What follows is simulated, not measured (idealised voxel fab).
This section sets out a process module, namely voxel self aligned vias.
Cross-sectional view cut (width: 220 nm; square cell size: 5 nm).
Cross-section spec: square-cell grid; bands listed top down; each band is one or more rows.
Band: top height; bottom height; in nm. Then, left to right: material with width in nm, for each material. "edge to edge": a single material spanning edge to edge. "blank": empty space.
Zero point of the height axis is 0; under it, received wafer = one material. Lowest band: continues down indefinitely, "0 nm and below".
Width: "30..40" (first number = top row, second number = bottom row, same change from row to row of cells).
Key: "all unchanged" - step with no changed cell in the cross-section.
Enclosed voids (no open way to top), threshold 8 cells or more, entry "Closed void register", notation width x height at distance, distance from left edge, nm.
On a step's line, text after the settings is the simulator commenting on that step.
"overlay nm", when on a step's line for a step with a mask, measures how far to the right of its planned place the mask lay; a negative measure means to the left.
PLANNED STEP LIST FOR THE PROCESS
1: RECEIVE: material Si
2: CONFORMAL_DEP: material SiO2, thk nm 10
3: CONFORMAL_DEP: material SiCN, thk nm 5
4: DIRECTIONAL_DEP: material lowk, thk nm 30
5: DIRECTIONAL_DEP: material aC, thk nm 10
6: PATTERN: tone open, mask id LINES, material resist, width nm 30, pitch nm 70, thk nm 30, overlay nm 0
7: DIRECTIONAL_ETCH: etch materials aC, depth nm 10
8: STRIP: etch materials resist
9: DIRECTIONAL_ETCH: etch materials lowk, depth nm 30
10: STRIP: etch materials aC
11: CONFORMAL_DEP: material TiN, thk nm 5
12: FILL_DEP: material W, thk nm 5
13: CMP: height nm 45
14: SELECTIVE_ETCH: etch materials W Ru TiN, depth nm 10
15: FILL_DEP: material SiN, thk nm 10
16: CMP: height nm 45
17: DIRECTIONAL_DEP: material lowk, thk nm 15
18: MASKED_ETCH: tone open, mask id VIAS, width nm 40, pitch nm 70, etch materials lowk, depth nm 15, overlay nm 0
19: MASKED_ETCH: tone open, mask id VIAS, width nm 40, pitch nm 70, etch materials SiN, depth nm 10, overlay nm 0
20: CONFORMAL_DEP: material TiN, thk nm 5
21: FILL_DEP: material W, thk nm 10
22: CMP: height nm 60
23: CONFORMAL_DEP: material SiCN, thk nm 5
CROSS-SECTION OF THE WAFER AT RECEIPT, WHICH IS THE CONDITION AFTER STEP 1
- 0 nm and below  Si edge to edge
- Closed void register: none
FIRST WAFER OF TWO, SECTIONED AT END OF MODULE; RUN WENT PER PLAN
- 65 nm to 60 nm  SiCN edge to edge
- 60 nm to 50 nm  lowk 55 nm, TiN 5 nm, W 30 nm, TiN 5 nm, lowk 30 nm, TiN 5 nm, W 30 nm, TiN 5 nm, lowk 55 nm
- 50 nm to 40 nm  lowk 55..60 nm, TiN 10..5 nm, W 20 nm, TiN 10..5 nm, lowk 30..40 nm, TiN 10..5 nm, W 20 nm, TiN 10..5 nm, lowk 55..60 nm
- 40 nm to 35 nm  lowk 60 nm, TiN 30 nm, lowk 40 nm, TiN 30 nm, lowk 60 nm
- 35 nm to 20 nm  lowk 60 nm, TiN 5 nm, W 20 nm, TiN 5 nm, lowk 40 nm, TiN 5 nm, W 20 nm, TiN 5 nm, lowk 60 nm
- 20 nm to 15 nm  lowk 60 nm, TiN 30 nm, lowk 40 nm, TiN 30 nm, lowk 60 nm
- 15 nm to 10 nm  SiCN edge to edge
- 10 nm to 0 nm  SiO2 edge to edge
- 0 nm and below  Si edge to edge
- Closed void register: none
SECOND WAFER AT THE END: LIKE START, LIKE PLAN, ONE MISTAKE
- 65 nm to 60 nm  SiCN edge to edge
- 60 nm to 45 nm  lowk 55 nm, TiN 5 nm, W 30 nm, TiN 5 nm, lowk 30 nm, TiN 5 nm, W 30 nm, TiN 5 nm, lowk 55 nm
- 45 nm to 40 nm  SiN 55 nm, TiN 5 nm, W 30 nm, TiN 5 nm, SiN 30 nm, TiN 5 nm, W 30 nm, TiN 5 nm, SiN 55 nm
- 40 nm to 35 nm  SiN 55 nm, TiN 40 nm, SiN 30 nm, TiN 40 nm, SiN 55 nm
- 35 nm to 10 nm  lowk 60 nm, TiN 5 nm, W 20 nm, TiN 5 nm, lowk 40 nm, TiN 5 nm, W 20 nm, TiN 5 nm, lowk 60 nm
- 10 nm to 5 nm  lowk 60 nm, TiN 30 nm, lowk 40 nm, TiN 30 nm, lowk 60 nm
- 5 nm to 0 nm  SiCN edge to edge
- 0 nm and below  Si edge to edge
- Closed void register: none
Nonconformance to the process plan: step 2 of the plan was excluded from execution and never run
Final wafer comparison in cells, second versus first, more or fewer per material: SiN +56; SiO2 -88; TiN +8; W +24
